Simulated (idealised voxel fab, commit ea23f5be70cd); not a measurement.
voxel trench capacitor: a process module
This is section cut - it's 220 nm across, gridded in 5 nm square cells.
Cross-section spec: square-cell grid; bands listed top down; each band is one or more rows. Each band's line starts with the height of the band's top and of its bottom, in nm. Then come its materials from left to right, each with its width in nm. One material with "full width" fills the band from edge to edge. "air" is empty space. Beneath 0, the wafer as received is one material, and that level is where height counting begins. The lowest band goes on downward without a bottom; it is written like "0 -> down". With a width like "30->40", each row of cells in the band differs from the next by the same amount, the top row carrying the first number and the bottom row the second. Basically "everything unchanged" means that step didn't change any cell in the cross-section. Look at "Trapped cavities" for the closed voids: empty spaces with no open path to the top, sized 8 cells or up. Each is width x height at distance, distance from the left edge, all nm. On each step's line, the part that comes after the settings is the simulator's own comment on the step. The optional step-line setting "overlay nm" applies to steps with a mask and quantifies how far to the right of its planned location the mask lay, a negative value indicating leftward placement.
The steps planned for the process are as follows:
| 1 | RECEIVE | material Si |
| 2 | CONFORMAL_DEP | material SiN | thk nm 5 |
| 3 | DIRECTIONAL_DEP | material aC | thk nm 10 |
| 4 | PATTERN | tone open | mask id TRENCH | material resist | width nm 15 | pitch nm 40 | thk nm 30 | overlay nm 0 |
| 5 | DIRECTIONAL_ETCH | etch materials aC | depth nm 10 |
| 6 | STRIP | etch materials resist |
| 7 | DIRECTIONAL_ETCH | etch materials SiN | depth nm 5 |
| 8 | DIRECTIONAL_ETCH | etch materials Si | depth nm 25 |
| 9 | STRIP | etch materials aC |
| 10 | CONFORMAL_DEP | material SiO2 | thk nm 5 |
| 11 | FILL_DEP | material polySi | thk nm 5 |
| 12 | CMP | height nm 5 |
first wafer, as planned:
Cross-section of the wafer as it came to us, i.e., already through step 1:
* 0 -> down = Si full width
* Trapped cavities: none
Cross-section through the wafer, step 2 finished:
* 5 -> 0 = SiN full width
* Everything under 0 stays put, no change at all.
Cross-section through the wafer, step 3 finished:
* 15 -> 5 = aC full width
* Everything under 5 stays put, no change at all.
Cross-section through the wafer, step 4 finished:
* 45 -> 15 = 60 nm resist, 15 nm air, 25 nm resist, 15 nm air, 25 nm resist, 15 nm air, 65 nm resist
* Everything under 15 stays put, no change at all.
Cross-section through the wafer, step 5 finished:
* 35 -> 15 = 60 nm resist, 15 nm air, 25 nm resist, 15 nm air, 25 nm resist, 15 nm air, 65 nm resist
* 15 -> 5 = 60 nm aC, 15 nm air, 25 nm aC, 15 nm air, 25 nm aC, 15 nm air, 65 nm aC
* Everything under 5 stays put, no change at all.
Cross-section through the wafer, step 6 finished:
* 15 -> 5 = 60 nm aC, 15 nm air, 25 nm aC, 15 nm air, 25 nm aC, 15 nm air, 65 nm aC
* Everything under 5 stays put, no change at all.
Cross-section through the wafer, step 7 finished:
* 15 -> 5 = 60 nm aC, 15 nm air, 25 nm aC, 15 nm air, 25 nm aC, 15 nm air, 65 nm aC
* 5 -> 0 = 60 nm SiN, 15 nm air, 25 nm SiN, 15 nm air, 25 nm SiN, 15 nm air, 65 nm SiN
* Everything under 0 stays put, no change at all.
Cross-section through the wafer, step 8 finished:
* 15 -> 5 = 60 nm aC, 15 nm air, 25 nm aC, 15 nm air, 25 nm aC, 15 nm air, 65 nm aC
* 5 -> 0 = 60 nm SiN, 15 nm air, 25 nm SiN, 15 nm air, 25 nm SiN, 15 nm air, 65 nm SiN
* 0 -> -25 = 60 nm Si, 15 nm air, 25 nm Si, 15 nm air, 25 nm Si, 15 nm air, 65 nm Si
* Everything under -25 stays put, no change at all.
Cross-section through the wafer, step 9 finished:
* 5 -> 0 = 60 nm SiN, 15 nm air, 25 nm SiN, 15 nm air, 25 nm SiN, 15 nm air, 65 nm SiN
* Everything under 0 stays put, no change at all.
Cross-section through the wafer, step 10 finished:
* 10 -> 5 = 65 nm SiO2, 5 nm air, 35 nm SiO2, 5 nm air, 35 nm SiO2, 5 nm air, 70 nm SiO2
* 5 -> 0 = 60 nm SiN, 5 nm SiO2, 5 nm air, 5 nm SiO2, 25 nm SiN, 5 nm SiO2, 5 nm air, 5 nm SiO2, 25 nm SiN, 5 nm SiO2, 5 nm air, 5 nm SiO2, 65 nm SiN
* 0 -> -20 = 60 nm Si, 5 nm SiO2, 5 nm air, 5 nm SiO2, 25 nm Si, 5 nm SiO2, 5 nm air, 5 nm SiO2, 25 nm Si, 5 nm SiO2, 5 nm air, 5 nm SiO2, 65 nm Si
* -20 -> -25 = 60 nm Si, 15 nm SiO2, 25 nm Si, 15 nm SiO2, 25 nm Si, 15 nm SiO2, 65 nm Si
* Everything under -25 stays put, no change at all.
Cross-section through the wafer, step 11 finished:
* 15 -> 10 = polySi full width
* 10 -> 5 = 65 nm SiO2, 5 nm polySi, 35 nm SiO2, 5 nm polySi, 35 nm SiO2, 5 nm polySi, 70 nm SiO2
* 5 -> 0 = 60 nm SiN, 5 nm SiO2, 5 nm polySi, 5 nm SiO2, 25 nm SiN, 5 nm SiO2, 5 nm polySi, 5 nm SiO2, 25 nm SiN, 5 nm SiO2, 5 nm polySi, 5 nm SiO2, 65 nm SiN
* 0 -> -20 = 60 nm Si, 5 nm SiO2, 5 nm polySi, 5 nm SiO2, 25 nm Si, 5 nm SiO2, 5 nm polySi, 5 nm SiO2, 25 nm Si, 5 nm SiO2, 5 nm polySi, 5 nm SiO2, 65 nm Si
* Everything under -20 stays put, no change at all.
Cross-section through the wafer, step 12 finished:
* 5 -> 0 = 60 nm SiN, 5 nm SiO2, 5 nm polySi, 5 nm SiO2, 25 nm SiN, 5 nm SiO2, 5 nm polySi, 5 nm SiO2, 25 nm SiN, 5 nm SiO2, 5 nm polySi, 5 nm SiO2, 65 nm SiN
* Everything under 0 stays put, no change at all.
Companion wafer, the second of two: same beginning, same intended sequence, one mistake in carrying it out; through step 9 inclusive it tracks the first exactly:
Planned end of step 10: second wafer, cross-section:
* 10 -> 0 = 65 nm SiN, 5 nm air, 35 nm SiN, 5 nm air, 35 nm SiN, 5 nm air, 70 nm SiN
* 0 -> -20 = 60 nm Si, 5 nm SiN, 5 nm air, 5 nm SiN, 25 nm Si, 5 nm SiN, 5 nm air, 5 nm SiN, 25 nm Si, 5 nm SiN, 5 nm air, 5 nm SiN, 65 nm Si
* -20 -> -25 = 60 nm Si, 15 nm SiN, 25 nm Si, 15 nm SiN, 25 nm Si, 15 nm SiN, 65 nm Si
* Everything under -25 stays put, no change at all.
Planned end of step 11: second wafer, cross-section:
* 15 -> 10 = polySi full width
* 10 -> 0 = 65 nm SiN, 5 nm polySi, 35 nm SiN, 5 nm polySi, 35 nm SiN, 5 nm polySi, 70 nm SiN
* 0 -> -20 = 60 nm Si, 5 nm SiN, 5 nm polySi, 5 nm SiN, 25 nm Si, 5 nm SiN, 5 nm polySi, 5 nm SiN, 25 nm Si, 5 nm SiN, 5 nm polySi, 5 nm SiN, 65 nm Si
* Everything under -20 stays put, no change at all.
Planned end of step 12: second wafer, cross-section:
* 5 -> 0 = 65 nm SiN, 5 nm polySi, 35 nm SiN, 5 nm polySi, 35 nm SiN, 5 nm polySi, 70 nm SiN
* Everything under 0 stays put, no change at all.
Error vs. plan: contrary to plan, step 10 was performed as CONFORMAL_DEP | material SiN | thk nm 5
Final cells, second wafer relative to first, materials higher or lower: SiN +39, SiO2 -39
